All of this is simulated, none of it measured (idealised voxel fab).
Process module heading - voxel quadruple lines
FYI the section here is cut, 225 nm wide, cells are 5 nm squares.
Reading order for cross-sections: top band down to bottom band. Underlying form: a grid of square cells. Band size: one or more rows of cells. Look at the band entry: it leads with the top's height and the bottom's height in nm. Then it lists the materials left to right, with a width in nm for each. The word "all across" on a single material says that material fills the band edge to edge. The word "blank" is empty space. Zero point of the height axis is 0; under it, received wafer = one material. Lowest band: continues down indefinitely, "top 0, no bottom". A width given as "30->40" starts at the first number in the band's top row and ends at the second number in its bottom row, shifting by an equal amount at every step from row to row. Take "nothing was modified" at face value: in the step it is given for, the cross-section changed in none of its cells. "Encapsulated voids" - sealed voids, min. 8 cells, no opening to top; format: width x height at distance (distance from left edge; nm throughout). If you see something after the settings on a step's line, that's the simulator's own remark about that step. overlay nm: where the mask lay relative to plan, measured to the right, on steps with a mask; negatives go left.
PROCESS STEPS FORESEEN IN THE PLAN
1,RECEIVE,material Si
2,CONFORMAL_DEP,material Al2O3,thk nm 5
3,DIRECTIONAL_DEP,material TiN,thk nm 15
4,DIRECTIONAL_DEP,material polySi,thk nm 20
5,DIRECTIONAL_DEP,material aC,thk nm 25
6,PATTERN,tone cover,mask id MANDREL,material resist,width nm 25,pitch nm 80,thk nm 35,overlay nm 0
7,DIRECTIONAL_ETCH,etch materials aC,depth nm 25
8,STRIP,etch materials resist
9,CONFORMAL_DEP,material SiO2,thk nm 15
10,DIRECTIONAL_ETCH,etch materials SiO2,depth nm 15
11,STRIP,etch materials aC
12,DIRECTIONAL_ETCH,etch materials polySi,depth nm 20
13,STRIP,etch materials SiO2
14,CONFORMAL_DEP,material SiCN,thk nm 5
15,DIRECTIONAL_ETCH,etch materials SiCN,depth nm 5
16,STRIP,etch materials polySi
17,DIRECTIONAL_ETCH,etch materials TiN,depth nm 15
18,STRIP,etch materials SiCN
19,FILL_DEP,material SiO2,thk nm 10
20,CMP,height nm 20
ON THE FIRST OF THE TWO WAFERS: RUN CONDUCTED ACCORDING TO PLAN
WAFER AT RECEIPT (POST STEP 1), CROSS-SECTION
	top 0, no bottom = Si all across
	Encapsulated voids: none
CROSS-SECTION: WAFER STATE AFTER STEP 2
	top 5, bottom 0 = Al2O3 all across
	Beneath the level 0, the cross-section is identical to its previous state.
CROSS-SECTION: WAFER STATE AFTER STEP 3
	top 20, bottom 5 = TiN all across
	Beneath the level 5, the cross-section is identical to its previous state.
CROSS-SECTION: WAFER STATE AFTER STEP 4
	top 40, bottom 20 = polySi all across
	Beneath the level 20, the cross-section is identical to its previous state.
CROSS-SECTION: WAFER STATE AFTER STEP 5
	top 65, bottom 40 = aC all across
	Beneath the level 40, the cross-section is identical to its previous state.
CROSS-SECTION: WAFER STATE AFTER STEP 6
	top 100, bottom 65 = blank 60 nm; resist 25 nm; blank 55 nm; resist 25 nm; blank 60 nm
	Beneath the level 65, the cross-section is identical to its previous state.
CROSS-SECTION: WAFER STATE AFTER STEP 7
	top 75, bottom 65 = blank 60 nm; resist 25 nm; blank 55 nm; resist 25 nm; blank 60 nm
	top 65, bottom 40 = blank 60 nm; aC 25 nm; blank 55 nm; aC 25 nm; blank 60 nm
	Beneath the level 40, the cross-section is identical to its previous state.
CROSS-SECTION: WAFER STATE AFTER STEP 8
	top 65, bottom 40 = blank 60 nm; aC 25 nm; blank 55 nm; aC 25 nm; blank 60 nm
	Beneath the level 40, the cross-section is identical to its previous state.
CROSS-SECTION: WAFER STATE AFTER STEP 9
	top 80, bottom 65 = blank 45 nm; SiO2 55 nm; blank 25 nm; SiO2 55 nm; blank 45 nm
	top 65, bottom 55 = blank 45 nm; SiO2 15 nm; aC 25 nm; SiO2 15 nm; blank 25 nm; SiO2 15 nm; aC 25 nm; SiO2 15 nm; blank 45 nm
	top 55, bottom 40 = SiO2 60 nm; aC 25 nm; SiO2 55 nm; aC 25 nm; SiO2 60 nm
	Beneath the level 40, the cross-section is identical to its previous state.
CROSS-SECTION: WAFER STATE AFTER STEP 10
	top 65, bottom 40 = blank 45 nm; SiO2 15 nm; aC 25 nm; SiO2 15 nm; blank 25 nm; SiO2 15 nm; aC 25 nm; SiO2 15 nm; blank 45 nm
	Beneath the level 40, the cross-section is identical to its previous state.
CROSS-SECTION: WAFER STATE AFTER STEP 11
	top 65, bottom 40 = blank 45 nm; SiO2 15 nm; blank 25 nm; SiO2 15 nm; blank 25 nm; SiO2 15 nm; blank 25 nm; SiO2 15 nm; blank 45 nm
	Beneath the level 40, the cross-section is identical to its previous state.
CROSS-SECTION: WAFER STATE AFTER STEP 12
	top 65, bottom 40 = blank 45 nm; SiO2 15 nm; blank 25 nm; SiO2 15 nm; blank 25 nm; SiO2 15 nm; blank 25 nm; SiO2 15 nm; blank 45 nm
	top 40, bottom 20 = blank 45 nm; polySi 15 nm; blank 25 nm; polySi 15 nm; blank 25 nm; polySi 15 nm; blank 25 nm; polySi 15 nm; blank 45 nm
	Beneath the level 20, the cross-section is identical to its previous state.
CROSS-SECTION: WAFER STATE AFTER STEP 13
	top 40, bottom 20 = blank 45 nm; polySi 15 nm; blank 25 nm; polySi 15 nm; blank 25 nm; polySi 15 nm; blank 25 nm; polySi 15 nm; blank 45 nm
	Beneath the level 20, the cross-section is identical to its previous state.
CROSS-SECTION: WAFER STATE AFTER STEP 14
	top 45, bottom 40 = blank 40 nm; SiCN 25 nm; blank 15 nm; SiCN 25 nm; blank 15 nm; SiCN 25 nm; blank 15 nm; SiCN 25 nm; blank 40 nm
	top 40, bottom 25 = blank 40 nm; SiCN 5 nm; polySi 15 nm; SiCN 5 nm; blank 15 nm; SiCN 5 nm; polySi 15 nm; SiCN 5 nm; blank 15 nm; SiCN 5 nm; polySi 15 nm; SiCN 5 nm; blank 15 nm; SiCN 5 nm; polySi 15 nm; SiCN 5 nm; blank 40 nm
	top 25, bottom 20 = SiCN 45 nm; polySi 15 nm; SiCN 25 nm; polySi 15 nm; SiCN 25 nm; polySi 15 nm; SiCN 25 nm; polySi 15 nm; SiCN 45 nm
	Beneath the level 20, the cross-section is identical to its previous state.
CROSS-SECTION: WAFER STATE AFTER STEP 15
	top 40, bottom 20 = blank 40 nm; SiCN 5 nm; polySi 15 nm; SiCN 5 nm; blank 15 nm; SiCN 5 nm; polySi 15 nm; SiCN 5 nm; blank 15 nm; SiCN 5 nm; polySi 15 nm; SiCN 5 nm; blank 15 nm; SiCN 5 nm; polySi 15 nm; SiCN 5 nm; blank 40 nm
	Beneath the level 20, the cross-section is identical to its previous state.
CROSS-SECTION: WAFER STATE AFTER STEP 16
	top 40, bottom 20 = blank 40 nm; SiCN 5 nm; blank 15 nm; SiCN 5 nm; blank 15 nm; SiCN 5 nm; blank 15 nm; SiCN 5 nm; blank 15 nm; SiCN 5 nm; blank 15 nm; SiCN 5 nm; blank 15 nm; SiCN 5 nm; blank 15 nm; SiCN 5 nm; blank 40 nm
	Beneath the level 20, the cross-section is identical to its previous state.
CROSS-SECTION: WAFER STATE AFTER STEP 17
	top 40, bottom 20 = blank 40 nm; SiCN 5 nm; blank 15 nm; SiCN 5 nm; blank 15 nm; SiCN 5 nm; blank 15 nm; SiCN 5 nm; blank 15 nm; SiCN 5 nm; blank 15 nm; SiCN 5 nm; blank 15 nm; SiCN 5 nm; blank 15 nm; SiCN 5 nm; blank 40 nm
	top 20, bottom 5 = blank 40 nm; TiN 5 nm; blank 15 nm; TiN 5 nm; blank 15 nm; TiN 5 nm; blank 15 nm; TiN 5 nm; blank 15 nm; TiN 5 nm; blank 15 nm; TiN 5 nm; blank 15 nm; TiN 5 nm; blank 15 nm; TiN 5 nm; blank 40 nm
	Beneath the level 5, the cross-section is identical to its previous state.
CROSS-SECTION: WAFER STATE AFTER STEP 18
	top 20, bottom 5 = blank 40 nm; TiN 5 nm; blank 15 nm; TiN 5 nm; blank 15 nm; TiN 5 nm; blank 15 nm; TiN 5 nm; blank 15 nm; TiN 5 nm; blank 15 nm; TiN 5 nm; blank 15 nm; TiN 5 nm; blank 15 nm; TiN 5 nm; blank 40 nm
	Beneath the level 5, the cross-section is identical to its previous state.
CROSS-SECTION: WAFER STATE AFTER STEP 19
	top 30, bottom 20 = SiO2 all across
	top 20, bottom 5 = SiO2 40 nm; TiN 5 nm; SiO2 15 nm; TiN 5 nm; SiO2 15 nm; TiN 5 nm; SiO2 15 nm; TiN 5 nm; SiO2 15 nm; TiN 5 nm; SiO2 15 nm; TiN 5 nm; SiO2 15 nm; TiN 5 nm; SiO2 15 nm; TiN 5 nm; SiO2 40 nm
	Beneath the level 5, the cross-section is identical to its previous state.
CROSS-SECTION: WAFER STATE AFTER STEP 20
	top 20, bottom 5 = SiO2 40 nm; TiN 5 nm; SiO2 15 nm; TiN 5 nm; SiO2 15 nm; TiN 5 nm; SiO2 15 nm; TiN 5 nm; SiO2 15 nm; TiN 5 nm; SiO2 15 nm; TiN 5 nm; SiO2 15 nm; TiN 5 nm; SiO2 15 nm; TiN 5 nm; SiO2 40 nm
	Beneath the level 5, the cross-section is identical to its previous state.
REGARDING THE SECOND OF THE TWO WAFERS: IT SHARED THE FIRST WAFER'S STARTING CONDITION AND PROCESS PLAN, YET ONE ERROR OCCURRED DURING ITS EXECUTION. ITS HISTORY COINCIDES WITH THAT OF THE FIRST WAFER UP TO AND INCLUDING STEP 5
HERE IS THE SECOND WAFER IN CROSS-SECTION AT THE POINT WHERE STEP 6 OF THE PLAN SHOULD HAVE BEEN DONE
	top 100, bottom 65 = blank 55 nm; resist 25 nm; blank 55 nm; resist 25 nm; blank 65 nm
	Beneath the level 65, the cross-section is identical to its previous state.
HERE IS THE SECOND WAFER IN CROSS-SECTION AT THE POINT WHERE STEP 7 OF THE PLAN SHOULD HAVE BEEN DONE
	top 75, bottom 65 = blank 55 nm; resist 25 nm; blank 55 nm; resist 25 nm; blank 65 nm
	top 65, bottom 40 = blank 55 nm; aC 25 nm; blank 55 nm; aC 25 nm; blank 65 nm
	Beneath the level 40, the cross-section is identical to its previous state.
HERE IS THE SECOND WAFER IN CROSS-SECTION AT THE POINT WHERE STEP 8 OF THE PLAN SHOULD HAVE BEEN DONE
	top 65, bottom 40 = blank 55 nm; aC 25 nm; blank 55 nm; aC 25 nm; blank 65 nm
	Beneath the level 40, the cross-section is identical to its previous state.
HERE IS THE SECOND WAFER IN CROSS-SECTION AT THE POINT WHERE STEP 9 OF THE PLAN SHOULD HAVE BEEN DONE
	top 80, bottom 65 = blank 40 nm; SiO2 55 nm; blank 25 nm; SiO2 55 nm; blank 50 nm
	top 65, bottom 55 = blank 40 nm; SiO2 15 nm; aC 25 nm; SiO2 15 nm; blank 25 nm; SiO2 15 nm; aC 25 nm; SiO2 15 nm; blank 50 nm
	top 55, bottom 40 = SiO2 55 nm; aC 25 nm; SiO2 55 nm; aC 25 nm; SiO2 65 nm
	Beneath the level 40, the cross-section is identical to its previous state.
HERE IS THE SECOND WAFER IN CROSS-SECTION AT THE POINT WHERE STEP 10 OF THE PLAN SHOULD HAVE BEEN DONE
	top 65, bottom 40 = blank 40 nm; SiO2 15 nm; aC 25 nm; SiO2 15 nm; blank 25 nm; SiO2 15 nm; aC 25 nm; SiO2 15 nm; blank 50 nm
	Beneath the level 40, the cross-section is identical to its previous state.
HERE IS THE SECOND WAFER IN CROSS-SECTION AT THE POINT WHERE STEP 11 OF THE PLAN SHOULD HAVE BEEN DONE
	top 65, bottom 40 = blank 40 nm; SiO2 15 nm; blank 25 nm; SiO2 15 nm; blank 25 nm; SiO2 15 nm; blank 25 nm; SiO2 15 nm; blank 50 nm
	Beneath the level 40, the cross-section is identical to its previous state.
HERE IS THE SECOND WAFER IN CROSS-SECTION AT THE POINT WHERE STEP 12 OF THE PLAN SHOULD HAVE BEEN DONE
	top 65, bottom 40 = blank 40 nm; SiO2 15 nm; blank 25 nm; SiO2 15 nm; blank 25 nm; SiO2 15 nm; blank 25 nm; SiO2 15 nm; blank 50 nm
	top 40, bottom 20 = blank 40 nm; polySi 15 nm; blank 25 nm; polySi 15 nm; blank 25 nm; polySi 15 nm; blank 25 nm; polySi 15 nm; blank 50 nm
	Beneath the level 20, the cross-section is identical to its previous state.
HERE IS THE SECOND WAFER IN CROSS-SECTION AT THE POINT WHERE STEP 13 OF THE PLAN SHOULD HAVE BEEN DONE
	top 40, bottom 20 = blank 40 nm; polySi 15 nm; blank 25 nm; polySi 15 nm; blank 25 nm; polySi 15 nm; blank 25 nm; polySi 15 nm; blank 50 nm
	Beneath the level 20, the cross-section is identical to its previous state.
HERE IS THE SECOND WAFER IN CROSS-SECTION AT THE POINT WHERE STEP 14 OF THE PLAN SHOULD HAVE BEEN DONE
	top 45, bottom 40 = blank 35 nm; SiCN 25 nm; blank 15 nm; SiCN 25 nm; blank 15 nm; SiCN 25 nm; blank 15 nm; SiCN 25 nm; blank 45 nm
	top 40, bottom 25 = blank 35 nm; SiCN 5 nm; polySi 15 nm; SiCN 5 nm; blank 15 nm; SiCN 5 nm; polySi 15 nm; SiCN 5 nm; blank 15 nm; SiCN 5 nm; polySi 15 nm; SiCN 5 nm; blank 15 nm; SiCN 5 nm; polySi 15 nm; SiCN 5 nm; blank 45 nm
	top 25, bottom 20 = SiCN 40 nm; polySi 15 nm; SiCN 25 nm; polySi 15 nm; SiCN 25 nm; polySi 15 nm; SiCN 25 nm; polySi 15 nm; SiCN 50 nm
	Beneath the level 20, the cross-section is identical to its previous state.
HERE IS THE SECOND WAFER IN CROSS-SECTION AT THE POINT WHERE STEP 15 OF THE PLAN SHOULD HAVE BEEN DONE
	top 40, bottom 20 = blank 35 nm; SiCN 5 nm; polySi 15 nm; SiCN 5 nm; blank 15 nm; SiCN 5 nm; polySi 15 nm; SiCN 5 nm; blank 15 nm; SiCN 5 nm; polySi 15 nm; SiCN 5 nm; blank 15 nm; SiCN 5 nm; polySi 15 nm; SiCN 5 nm; blank 45 nm
	Beneath the level 20, the cross-section is identical to its previous state.
HERE IS THE SECOND WAFER IN CROSS-SECTION AT THE POINT WHERE STEP 16 OF THE PLAN SHOULD HAVE BEEN DONE
	top 40, bottom 20 = blank 35 nm; SiCN 5 nm; blank 15 nm; SiCN 5 nm; blank 15 nm; SiCN 5 nm; blank 15 nm; SiCN 5 nm; blank 15 nm; SiCN 5 nm; blank 15 nm; SiCN 5 nm; blank 15 nm; SiCN 5 nm; blank 15 nm; SiCN 5 nm; blank 45 nm
	Beneath the level 20, the cross-section is identical to its previous state.
HERE IS THE SECOND WAFER IN CROSS-SECTION AT THE POINT WHERE STEP 17 OF THE PLAN SHOULD HAVE BEEN DONE
	top 40, bottom 20 = blank 35 nm; SiCN 5 nm; blank 15 nm; SiCN 5 nm; blank 15 nm; SiCN 5 nm; blank 15 nm; SiCN 5 nm; blank 15 nm; SiCN 5 nm; blank 15 nm; SiCN 5 nm; blank 15 nm; SiCN 5 nm; blank 15 nm; SiCN 5 nm; blank 45 nm
	top 20, bottom 5 = blank 35 nm; TiN 5 nm; blank 15 nm; TiN 5 nm; blank 15 nm; TiN 5 nm; blank 15 nm; TiN 5 nm; blank 15 nm; TiN 5 nm; blank 15 nm; TiN 5 nm; blank 15 nm; TiN 5 nm; blank 15 nm; TiN 5 nm; blank 45 nm
	Beneath the level 5, the cross-section is identical to its previous state.
HERE IS THE SECOND WAFER IN CROSS-SECTION AT THE POINT WHERE STEP 18 OF THE PLAN SHOULD HAVE BEEN DONE
	top 20, bottom 5 = blank 35 nm; TiN 5 nm; blank 15 nm; TiN 5 nm; blank 15 nm; TiN 5 nm; blank 15 nm; TiN 5 nm; blank 15 nm; TiN 5 nm; blank 15 nm; TiN 5 nm; blank 15 nm; TiN 5 nm; blank 15 nm; TiN 5 nm; blank 45 nm
	Beneath the level 5, the cross-section is identical to its previous state.
HERE IS THE SECOND WAFER IN CROSS-SECTION AT THE POINT WHERE STEP 19 OF THE PLAN SHOULD HAVE BEEN DONE
	top 30, bottom 20 = SiO2 all across
	top 20, bottom 5 = SiO2 35 nm; TiN 5 nm; SiO2 15 nm; TiN 5 nm; SiO2 15 nm; TiN 5 nm; SiO2 15 nm; TiN 5 nm; SiO2 15 nm; TiN 5 nm; SiO2 15 nm; TiN 5 nm; SiO2 15 nm; TiN 5 nm; SiO2 15 nm; TiN 5 nm; SiO2 45 nm
	Beneath the level 5, the cross-section is identical to its previous state.
HERE IS THE SECOND WAFER IN CROSS-SECTION AT THE POINT WHERE STEP 20 OF THE PLAN SHOULD HAVE BEEN DONE
	top 20, bottom 5 = SiO2 35 nm; TiN 5 nm; SiO2 15 nm; TiN 5 nm; SiO2 15 nm; TiN 5 nm; SiO2 15 nm; TiN 5 nm; SiO2 15 nm; TiN 5 nm; SiO2 15 nm; TiN 5 nm; SiO2 15 nm; TiN 5 nm; SiO2 15 nm; TiN 5 nm; SiO2 45 nm
	Beneath the level 5, the cross-section is identical to its previous state.
Where did the run depart from the plan? step 6 was not run as planned; what actually ran was PATTERN,tone cover,mask id MANDREL,material resist,width nm 25,pitch nm 80,thk nm 35,overlay nm -5
The concluding comparison shows that, measured in cells, each material is equally abundant on both wafers, albeit at different positions.
